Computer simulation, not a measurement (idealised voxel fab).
Process module in this document: voxel air gaps
This is section cut - it's 215 nm across, gridded in 5 nm square cells.
In what follows, cross-sections appear as grids of square cells, described through bands that run from the top down, where every band is one or more rows of cells.
Band: top height; bottom height; in nm. Then, left to right: material with width in nm, for each material. "all across": a single material spanning edge to edge. "empty": empty space.
Measure heights from 0. That's the level where, below it, the as-received wafer is all one material. The lowest band is bottomless and extends downward; write it as in "z 0 and below".
A width such as "30..40" changes by the same amount from each row of cells to the next, from the band's top row to its bottom row.
"nothing got changed" means the step left every cell of the cross-section as it was.
Under "Sealed-off cavities" you'll find the enclosed gaps, the ones with no way out to the top, that are 8 cells or bigger; each reads width x height at distance, with distance counted from the left edge, everything in nm.
On a step's line, text after the settings is the simulator commenting on that step.
"overlay nm" on a masked step: distance the mask lay right of its planned place, negative for left.

Steps in the process plan
step 1: RECEIVE, material Si
step 2: CONFORMAL_DEP, material SiO2, thk nm 10
step 3: CONFORMAL_DEP, material SiCN, thk nm 5
step 4: DIRECTIONAL_DEP, material lowk, thk nm 35
step 5: MASKED_ETCH, tone open, mask id LINES, width nm 20, pitch nm 50, etch materials lowk, depth nm 35, overlay nm 0
step 6: CONFORMAL_DEP, material TiN, thk nm 5
step 7: FILL_DEP, material Ru, thk nm 10
step 8: CMP, height nm 50
step 9: EPI, material Ru, thk nm 10
step 10: SELECTIVE_ETCH, etch materials lowk, depth nm 45
step 11: CONFORMAL_DEP, material SiCN, thk nm 5

As-received wafer cross-section (after step 1)
* z 0 and below = Si all across
* Sealed-off cavities: none

First of two wafers, end-of-module section, run followed plan
* z 65 to 60 = 5 nm empty, 200 nm SiCN, 10 nm empty
* z 60 to 50 = 5 nm empty, 5 nm SiCN, 40 nm Ru, 10 nm SiCN, 40 nm Ru, 10 nm SiCN, 40 nm Ru, 10 nm SiCN, 40 nm Ru, 5 nm SiCN, 10 nm empty
* z 50 to 45 = 5 nm empty, 15 nm SiCN, 5 nm TiN, 10 nm Ru, 5 nm TiN, 30 nm SiCN, 5 nm TiN, 10 nm Ru, 5 nm TiN, 30 nm SiCN, 5 nm TiN, 10 nm Ru, 5 nm TiN, 30 nm SiCN, 5 nm TiN, 10 nm Ru, 5 nm TiN, 15 nm SiCN, 10 nm empty
* z 45 to 20 = 15 nm empty, 5 nm SiCN, 5 nm TiN, 10 nm Ru, 5 nm TiN, 5 nm SiCN, 20 nm empty, 5 nm SiCN, 5 nm TiN, 10 nm Ru, 5 nm TiN, 5 nm SiCN, 20 nm empty, 5 nm SiCN, 5 nm TiN, 10 nm Ru, 5 nm TiN, 5 nm SiCN, 20 nm empty, 5 nm SiCN, 5 nm TiN, 10 nm Ru, 5 nm TiN, 5 nm SiCN, 20 nm empty
* z 20 to 15 = 20 nm SiCN, 20 nm TiN, 30 nm SiCN, 20 nm TiN, 30 nm SiCN, 20 nm TiN, 30 nm SiCN, 20 nm TiN, 25 nm SiCN
* z 15 to 10 = SiCN all across
* z 10 to 0 = SiO2 all across
* z 0 and below = Si all across
* Sealed-off cavities: 20 x 25 at 45; 20 x 25 at 95; 20 x 25 at 145

So this is wafer number two of the two, cut at the end of the module - it started where the first did and had the same plan, we just got one thing wrong running it
* z 65 to 60 = 10 nm empty, 45 nm SiCN, 5 nm empty, 45 nm SiCN, 5 nm empty, 45 nm SiCN, 5 nm empty, 45 nm SiCN, 10 nm empty
* z 60 to 50 = 10 nm empty, 5 nm SiCN, 35 nm Ru, 5 nm SiCN, 5 nm empty, 5 nm SiCN, 35 nm Ru, 5 nm SiCN, 5 nm empty, 5 nm SiCN, 35 nm Ru, 5 nm SiCN, 5 nm empty, 5 nm SiCN, 35 nm Ru, 5 nm SiCN, 10 nm empty
* z 50 to 45 = 10 nm empty, 15 nm SiCN, 5 nm TiN, 5 nm Ru, 5 nm TiN, 15 nm SiCN, 5 nm empty, 15 nm SiCN, 5 nm TiN, 5 nm Ru, 5 nm TiN, 15 nm SiCN, 5 nm empty, 15 nm SiCN, 5 nm TiN, 5 nm Ru, 5 nm TiN, 15 nm SiCN, 5 nm empty, 15 nm SiCN, 5 nm TiN, 5 nm Ru, 5 nm TiN, 15 nm SiCN, 10 nm empty
* z 45 to 20 = 20 nm empty, 5 nm SiCN, 5 nm TiN, 5 nm Ru, 5 nm TiN, 5 nm SiCN, 25 nm empty, 5 nm SiCN, 5 nm TiN, 5 nm Ru, 5 nm TiN, 5 nm SiCN, 25 nm empty, 5 nm SiCN, 5 nm TiN, 5 nm Ru, 5 nm TiN, 5 nm SiCN, 25 nm empty, 5 nm SiCN, 5 nm TiN, 5 nm Ru, 5 nm TiN, 5 nm SiCN, 20 nm empty
* z 20 to 15 = 25 nm SiCN, 15 nm TiN, 35 nm SiCN, 15 nm TiN, 35 nm SiCN, 15 nm TiN, 35 nm SiCN, 15 nm TiN, 25 nm SiCN
* z 15 to 10 = SiCN all across
* z 10 to 0 = SiO2 all across
* z 0 and below = Si all across
* Sealed-off cavities: none
It is concluded that the wafer was processed incorrectly with respect to the plan, in that rather than as planned, step 5 actually ran as MASKED_ETCH, tone open, mask id LINES, width nm 15, pitch nm 50, etch materials lowk, depth nm 35, overlay nm 0
Count the cells at the end and the second wafer has more or fewer of some materials than the first: Ru: 32 fewer, TiN: 4 fewer
In the final state there are 3 closed voids in the first wafer, compared with 0 in the second wafer.
